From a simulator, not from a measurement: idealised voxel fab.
The process module that follows is named voxel capacitor over wiring.
Section shown: cut. Width: 220 nm. Cell size: 5 nm, square.
If you're reading a cross-section in this doc, picture square cells in a grid; it comes to you as bands, top ones listed first down to the bottom, and a band can be one or more rows of cells.
Band: top height; bottom height; in nm. Then, left to right: material with width in nm, for each material. "throughout": a single material spanning edge to edge. "blank": empty space.
The level at which height equals 0 is the one under which the wafer, as it arrives, is entirely one material. No lower edge exists for the bottom band, which continues downward and is notated as in "top 0, no bottom".
When a width is written as two numbers, as in "30 to 40", the first number is the width in the top row of cells of the band and the second is the width in its bottom row, and the width changes by the same amount from each row to the next.
"no change occurred" (step): cross-section cells unchanged, all of them.
The label "Cavities, sealed" introduces a list of the empty spaces, 8 cells or larger, that have no open way up to the top; each entry in it reads width x height at distance, where the distance is taken from the left edge and all three are stated in nm.
Where a step's line continues beyond its settings, the continuation is a remark by the simulator itself on that step.
overlay nm: step with mask; distance mask lay right of planned place; negative value = left of planned place.
Planned step list for the process:
1. op RECEIVE | material Si
2. op CONFORMAL_DEP | material SiO2 | thk nm 10
3. op DIRECTIONAL_DEP | material TiN | thk nm 5
4. op DIRECTIONAL_DEP | material W | thk nm 20
5. op MASKED_ETCH | tone cover | mask id METAL_1 | width nm 30 | pitch nm 100 | etch materials W | depth nm 20 | overlay nm 0
6. op MASKED_ETCH | tone cover | mask id METAL_1 | width nm 30 | pitch nm 100 | etch materials TiN | depth nm 5 | overlay nm 0
7. op CONFORMAL_DEP | material SiN | thk nm 5
8. op FILL_DEP | material lowk | thk nm 10
9. op CMP | height nm 35
10. op CONFORMAL_DEP | material SiCN | thk nm 5
11. op DIRECTIONAL_DEP | material lowk | thk nm 15
12. op PATTERN | tone open | mask id PLUG_1 | material resist | width nm 15 | thk nm 15 | overlay nm 0
13. op DIRECTIONAL_ETCH | etch materials lowk | depth nm 15
14. op DIRECTIONAL_ETCH | etch materials SiCN | depth nm 5
15. op STRIP | etch materials resist
16. op EPI | material Ru | thk nm 10
17. op EPI | material Ru | thk nm 10
18. op DIRECTIONAL_DEP | material TiN | thk nm 10
19. op DIRECTIONAL_DEP | material Al2O3 | thk nm 5
20. op DIRECTIONAL_DEP | material TiN | thk nm 5
21. op MASKED_ETCH | tone cover | mask id UPPER_PLATE | width nm 75 | etch materials TiN | depth nm 5 | overlay nm 0
22. op MASKED_ETCH | tone cover | mask id UPPER_PLATE | width nm 75 | etch materials Al2O3 | depth nm 5 | overlay nm 0
23. op MASKED_ETCH | tone cover | mask id LOWER_PLATE | width nm 85 | etch materials TiN | depth nm 10 | overlay nm 0
24. op FILL_DEP | material SiO2 | thk nm 15
25. op CMP | height nm 85
26. op MASKED_ETCH | tone open | mask id PLUG_2 | width nm 15 | etch materials SiO2 | depth nm 10 | overlay nm 0
27. op CONFORMAL_DEP | material TiN | thk nm 5
28. op FILL_DEP | material W | thk nm 10
29. op CMP | height nm 85
30. op CONFORMAL_DEP | material SiN | thk nm 5
as received, after step 1:
- top 0, no bottom: Si throughout
- Cavities, sealed: none
One mistake in running the module, otherwise start and plan as above: cross-section at the end:
- top 90, bottom 85: SiN throughout
- top 85, bottom 80: SiO2: 70  TiN: 5  W: 5  TiN: 5  SiO2: 135
- top 80, bottom 70: SiO2: 70 to 75  TiN: 15 to 60  SiO2: 135 to 85
- top 70, bottom 65: SiO2: 75  Al2O3: 60  SiO2: 85
- top 65, bottom 55: SiO2: 55  TiN: 5  SiO2: 15  TiN: 65  SiO2: 80
- top 55, bottom 50: lowk: 60  TiN: 15  lowk: 145
- top 50, bottom 45: lowk: 60  Al2O3: 15  lowk: 145
- top 45, bottom 40: lowk: 60  TiN: 15  lowk: 145
- top 40, bottom 35: SiCN: 60  TiN: 15  SiCN: 145
- top 35, bottom 15: lowk throughout
- top 15, bottom 10: TiN throughout
- top 10, bottom 0: SiO2 throughout
- top 0, no bottom: Si throughout
- Cavities, sealed: none
Heads up, the wafer didn't run the way we planned it: step 4 off recipe, ran as op DIRECTIONAL_DEP | material lowk | thk nm 20
